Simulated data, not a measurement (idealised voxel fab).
The name of this process module is voxel wiring stack.
Cross-sectional view cut (width: 300 nm; square cell size: 5 nm).
Think of the cross-section as a grid of square cells. We describe it in bands, top to bottom, and each band covers one or more rows of those cells.
First you get the band's top height and its bottom height, in nm, and then the materials it's made of, left to right, with each width in nm. If you see a single material with "edge to edge", that one covers the band edge to edge. "air" is empty space.
Height datum 0, below which the as-received substrate wafer is one material. Lowest band open at the bottom, running downward: "0 and below".
The expression "30->40" gives the width at the extremes of the band, the first number at its top row of cells and the second at its bottom row, with the width changing by equal amounts from each row to the next in between.
"remained the same" (step): cross-section cells unchanged, all of them.
Voids not open to the top, 8 cells minimum: see "Closed cavity list". Written width x height at distance; distance is from the left edge; nm.
after a step's settings: what the simulator itself notes on the step
overlay nm: for a step with a mask, the amount by which the mask lay right of where it was planned; a negative amount means left of it.
[Steps in the process plan]
- 1: RECEIVE [material Si]
- 2: CONFORMAL_DEP [material SiO2] [thk nm 10]
- 3: DIRECTIONAL_DEP [material TiN] [thk nm 5]
- 4: DIRECTIONAL_DEP [material Ru] [thk nm 15]
- 5: PATTERN [tone cover] [mask id METAL_1] [material resist] [width nm 20] [pitch nm 40] [thk nm 15] [overlay nm 0]
- 6: DIRECTIONAL_ETCH [etch materials Ru] [depth nm 15]
- 7: DIRECTIONAL_ETCH [etch materials TiN] [depth nm 5]
- 8: STRIP [etch materials resist]
- 9: CONFORMAL_DEP [material SiCN] [thk nm 5]
- 10: FILL_DEP [material SiO2] [thk nm 5]
- 11: CMP [height nm 30]
- 12: CONFORMAL_DEP [material SiCN] [thk nm 5]
- 13: DIRECTIONAL_DEP [material SiO2] [thk nm 15]
- 14: DIRECTIONAL_DEP [material aC] [thk nm 15]
- 15: PATTERN [tone open] [mask id PLUG_1] [material resist] [width nm 15] [pitch nm 40] [thk nm 30] [overlay nm 0]
- 16: DIRECTIONAL_ETCH [etch materials aC] [depth nm 15]
- 17: STRIP [etch materials resist]
- 18: DIRECTIONAL_ETCH [etch materials SiO2] [depth nm 15]
- 19: DIRECTIONAL_ETCH [etch materials SiCN] [depth nm 5]
- 20: STRIP [etch materials aC]
- 21: CONFORMAL_DEP [material TiN] [thk nm 5]
- 22: FILL_DEP [material Cu] [thk nm 5]
- 23: CMP [height nm 50]
- 24: CONFORMAL_DEP [material SiN] [thk nm 5]
- 25: DIRECTIONAL_DEP [material lowk] [thk nm 20]
- 26: DIRECTIONAL_DEP [material aC] [thk nm 15]
- 27: PATTERN [tone open] [mask id METAL_2] [material resist] [width nm 20] [pitch nm 40] [thk nm 30] [overlay nm 0]
- 28: DIRECTIONAL_ETCH [etch materials aC] [depth nm 15]
- 29: STRIP [etch materials resist]
- 30: DIRECTIONAL_ETCH [etch materials lowk] [depth nm 10]
- 31: DIRECTIONAL_ETCH [etch materials SiN] [depth nm 5]
- 32: STRIP [etch materials aC]
- 33: CONFORMAL_DEP [material TiN] [thk nm 5]
- 34: FILL_DEP [material Cu] [thk nm 5]
- 35: CMP [height nm 75]
- 36: CONFORMAL_DEP [material SiCN] [thk nm 5]
- 37: DIRECTIONAL_DEP [material lowk] [thk nm 30]
- 38: PATTERN [tone open] [mask id METAL_3_HOLES] [material resist] [width nm 15] [thk nm 20] [overlay nm 0]
- 39: DIRECTIONAL_ETCH [etch materials lowk] [depth nm 30]
- 40: STRIP [etch materials resist]
- 41: MASKED_ETCH [tone open] [mask id METAL_3] [width nm 20] [pitch nm 40] [etch materials lowk] [depth nm 15] [overlay nm 0]
- 42: MASKED_ETCH [tone open] [mask id METAL_3] [width nm 20] [pitch nm 40] [etch materials SiCN] [depth nm 5] [overlay nm 0]
- 43: CONFORMAL_DEP [material TiN] [thk nm 5]
- 44: FILL_DEP [material Ru] [thk nm 5]
- 45: CMP [height nm 110]
- 46: CONFORMAL_DEP [material SiN] [thk nm 5]
Keep in mind the plan's value for the depth nm of step 30 comes from the first wafer; the wafers don't share that setting, but they do share the same starting point.
[Received wafers, first of several: cross-section after step 1]
0 and below  Si edge to edge
Closed cavity list: none
[Rows = wafers. At module end, each row lists per material the cells gained (+) or lost (-) since the wafer was received, then the closed voids]
depth nm 10, +10 Cu, +36 Ru, +175 SiCN, +120 SiN, +426 SiO2, +62 TiN, +551 lowk, Closed cavity list: none
depth nm 15, +14 Cu, +36 Ru, +175 SiCN, +120 SiN, +426 SiO2, +66 TiN, +543 lowk, Closed cavity list: none
depth nm 20, +22 Cu, +36 Ru, +175 SiCN, +112 SiN, +426 SiO2, +74 TiN, +535 lowk, Closed cavity list: none
depth nm 25, +22 Cu, +36 Ru, +175 SiCN, +112 SiN, +426 SiO2, +74 TiN, +535 lowk, Closed cavity list: none
depth nm 30, +22 Cu, +36 Ru, +175 SiCN, +112 SiN, +426 SiO2, +74 TiN, +535 lowk, Closed cavity list: none
depth nm 35, +22 Cu, +36 Ru, +175 SiCN, +112 SiN, +426 SiO2, +74 TiN, +535 lowk, Closed cavity list: none
